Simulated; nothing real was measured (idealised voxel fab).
process module | voxel released beams
Square cell edge 5 nm, section width 210 nm, ID cut.
Reading order for cross-sections: top band down to bottom band. Underlying form: a grid of square cells. Band size: one or more rows of cells. Band entry format. Leading values: height of top, height of bottom, nm. Remainder: materials in left-to-right order, each with its width in nm. Special words: "throughout" on a single material, which then fills the band edge to edge; "air", empty space. Height is counted from the level 0, under which the received wafer is composed throughout of one material. The lowest of the bands is not closed at the bottom but continues downward, in the notation "top 0, no bottom". A width such as "30->40" changes by the same amount from each row of cells to the next, from the band's top row to its bottom row. For the purposes of this document, the phrase "no alteration" attached to a step denotes that no cell within the cross-section was modified by that step. Enclosed voids (no open way to top), threshold 8 cells or more, entry "Fully sealed cavities", notation width x height at distance, distance from left edge, nm. If you see something after the settings on a step's line, that's the simulator's own remark about that step. Each step line may optionally specify "overlay nm", which for a step with a mask gives the rightward distance between the mask's planned place and where it lay, a negative value indicating the leftward direction.
The steps planned for the process are as follows
| 1 | RECEIVE, material Si |
| 2 | CONFORMAL_DEP, material SiN, thk nm 5 |
| 3 | DIRECTIONAL_DEP, material SiO2, thk nm 10 |
| 4 | DIRECTIONAL_DEP, material aC, thk nm 15 |
| 5 | PATTERN, tone open, mask id ANCHOR, material resist, width nm 35, thk nm 35, overlay nm 0 |
| 6 | DIRECTIONAL_ETCH, etch materials aC, depth nm 15 |
| 7 | STRIP, etch materials resist |
| 8 | DIRECTIONAL_ETCH, etch materials SiO2, depth nm 10 |
| 9 | STRIP, etch materials aC |
| 10 | CONFORMAL_DEP, material W, thk nm 15 |
| 11 | DIRECTIONAL_DEP, material aC, thk nm 15 |
| 12 | PATTERN, tone cover, mask id BEAM, material resist, width nm 120, thk nm 30, overlay nm 0 |
| 13 | DIRECTIONAL_ETCH, etch materials aC, depth nm 15 |
| 14 | STRIP, etch materials resist |
| 15 | DIRECTIONAL_ETCH, etch materials W, depth nm 5 |
| 16 | STRIP, etch materials aC |
| 17 | STRIP, etch materials SiO2 |
The wafers are alike at the start. At step 15, their depth nm differs. The plan lists the first wafer's value.
As received, i.e. after step 1: cross-section through the first of several wafers
  top 0, no bottom  Si throughout
  Fully sealed cavities: none
Wafer rows; end of module; cells per material since receipt: (+) gained, (-) lost; then closed voids
depth nm 5 | +42 SiN | +70 SiO2 | +120 W | Fully sealed cavities: none
depth nm 10 | +42 SiN | +70 SiO2 | +102 W | Fully sealed cavities: none
depth nm 15 | +42 SiN | +84 W | Fully sealed cavities: none
depth nm 20 | +42 SiN | +84 W | Fully sealed cavities: none
depth nm 25 | +42 SiN | +84 W | Fully sealed cavities: none
depth nm 30 | +42 SiN | +84 W | Fully sealed cavities: none
